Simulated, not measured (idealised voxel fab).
Name of the process module below: voxel wiring stack
Xsec cut, 225 nm wide, square cell size 5 nm.
Format of a cross-section: grid, square cells. Given as bands. Order: top down. Band: one or more rows of cells.
For a band, the entry starts with two heights in nm, that of the top and then that of the bottom, and carries on with the band's materials in order from left to right, each alongside its width in nm; the word "full width" beside a single material means it fills the band edge to edge, and "air" means empty space.
Counting heights begins at 0, where everything beneath is, in the wafer as received, one material. The lowest band has no bottom; it goes on downwards, as "0 nm and below" shows.
Top row gets the first number, bottom row gets the second, and each row in between changes by the same step: that is how a band width like "30->40" works.
"everything unchanged" means the step left every cell of the cross-section as it was.
"Sealed void list" - sealed voids, min. 8 cells, no opening to top; format: width x height at distance (distance from left edge; nm throughout).
Text after the settings on a step's line: the simulator's own remark on that step.
A step's line can hold "overlay nm"; with a mask on that step, the setting says how far right of the planned place the mask lay, while a negative setting says it lay to the left.

### Steps in the process plan
1,RECEIVE [material Si]
2,CONFORMAL_DEP [material SiO2] [thk nm 15]
3,CONFORMAL_DEP [material SiCN] [thk nm 5]
4,DIRECTIONAL_DEP [material lowk] [thk nm 20]
5,DIRECTIONAL_DEP [material aC] [thk nm 10]
6,PATTERN [tone open] [mask id METAL_1] [material resist] [width nm 20] [pitch nm 35] [thk nm 30] [overlay nm 0]
7,DIRECTIONAL_ETCH [etch materials aC] [depth nm 10]
8,STRIP [etch materials resist]
9,DIRECTIONAL_ETCH [etch materials lowk] [depth nm 20]
10,DIRECTIONAL_ETCH [etch materials SiCN] [depth nm 5]
11,STRIP [etch materials aC]
12,CONFORMAL_DEP [material TiN] [thk nm 5]
13,FILL_DEP [material Cu] [thk nm 10]
14,CMP [height nm 40]
15,CONFORMAL_DEP [material SiCN] [thk nm 5]
16,DIRECTIONAL_DEP [material lowk] [thk nm 30]
17,PATTERN [tone open] [mask id METAL_2] [material resist] [width nm 20] [pitch nm 35] [thk nm 20] [overlay nm 0]
18,DIRECTIONAL_ETCH [etch materials lowk] [depth nm 15]
19,STRIP [etch materials resist]
20,PATTERN [tone open] [mask id METAL_2_HOLES] [material resist] [width nm 15] [pitch nm 35] [thk nm 15] [overlay nm 0]
21,DIRECTIONAL_ETCH [etch materials lowk] [depth nm 15]
22,DIRECTIONAL_ETCH [etch materials SiCN] [depth nm 5]
23,STRIP [etch materials resist]
24,CONFORMAL_DEP [material TiN] [thk nm 5]
25,FILL_DEP [material Ru] [thk nm 10]
26,CMP [height nm 75]
27,CONFORMAL_DEP [material SiCN] [thk nm 5]
28,DIRECTIONAL_DEP [material lowk] [thk nm 25]
29,MASKED_ETCH [tone open] [mask id METAL_3] [width nm 20] [pitch nm 35] [etch materials lowk] [depth nm 15] [overlay nm 0]
30,PATTERN [tone open] [mask id METAL_3_HOLES] [material resist] [width nm 15] [pitch nm 70] [thk nm 15] [overlay nm 0]
31,DIRECTIONAL_ETCH [etch materials lowk] [depth nm 10]
32,DIRECTIONAL_ETCH [etch materials SiCN] [depth nm 5]
33,STRIP [etch materials resist]
34,CONFORMAL_DEP [material TiN] [thk nm 5]
35,FILL_DEP [material Ru] [thk nm 10]
36,CMP [height nm 105]
37,CONFORMAL_DEP [material SiCN] [thk nm 5]

### Cross-section of the incoming wafer, state after step 1
  0 nm and below: Si full width
  Sealed void list: none

### The module was run from the start shown above using the plan shown above, but one mistake was made doing it; the resulting wafer cross-section is below
  110 nm to 105 nm: SiCN full width
  105 nm to 95 nm: lowk: 65; TiN: 5; Ru: 10; TiN: 5; lowk: 15; TiN: 5; Ru: 10; TiN: 5; lowk: 15; TiN: 5; Ru: 10; TiN: 5; lowk: 70
  95 nm to 90 nm: lowk: 65; TiN: 5; Ru: 5; TiN: 10; lowk: 15; TiN: 20; lowk: 15; TiN: 5; Ru: 5; TiN: 10; lowk: 70
  90 nm to 80 nm: lowk: 65; TiN: 5; Ru: 5; TiN: 5; lowk: 55; TiN: 5; Ru: 5; TiN: 5; lowk: 75
  80 nm to 75 nm: SiCN: 65; TiN: 15; SiCN: 55; TiN: 15; SiCN: 75
  75 nm to 65 nm: lowk: 65; TiN: 5; Ru: 10; TiN: 5; lowk: 15; TiN: 5; Ru: 10; TiN: 5; lowk: 15; TiN: 5; Ru: 10; TiN: 5; lowk: 70
  65 nm to 60 nm: lowk: 65; TiN: 5; Ru: 5; TiN: 10; lowk: 15; TiN: 5; Ru: 5; TiN: 10; lowk: 15; TiN: 5; Ru: 5; TiN: 10; lowk: 70
  60 nm to 45 nm: lowk: 65; TiN: 5; Ru: 5; TiN: 5; lowk: 20; TiN: 5; Ru: 5; TiN: 5; lowk: 20; TiN: 5; Ru: 5; TiN: 5; lowk: 75
  45 nm to 35 nm: SiCN: 65; TiN: 15->20; SiCN: 20->15; TiN: 15->20; SiCN: 20->15; TiN: 15->20; SiCN: 75->70
  35 nm to 15 nm: lowk full width
  15 nm to 0 nm: SiO2 full width
  0 nm and below: Si full width
  Sealed void list: none
Here's what went sideways: the intended sequence of steps 3 and 4 was reversed during processing, with each occupying the position of the other
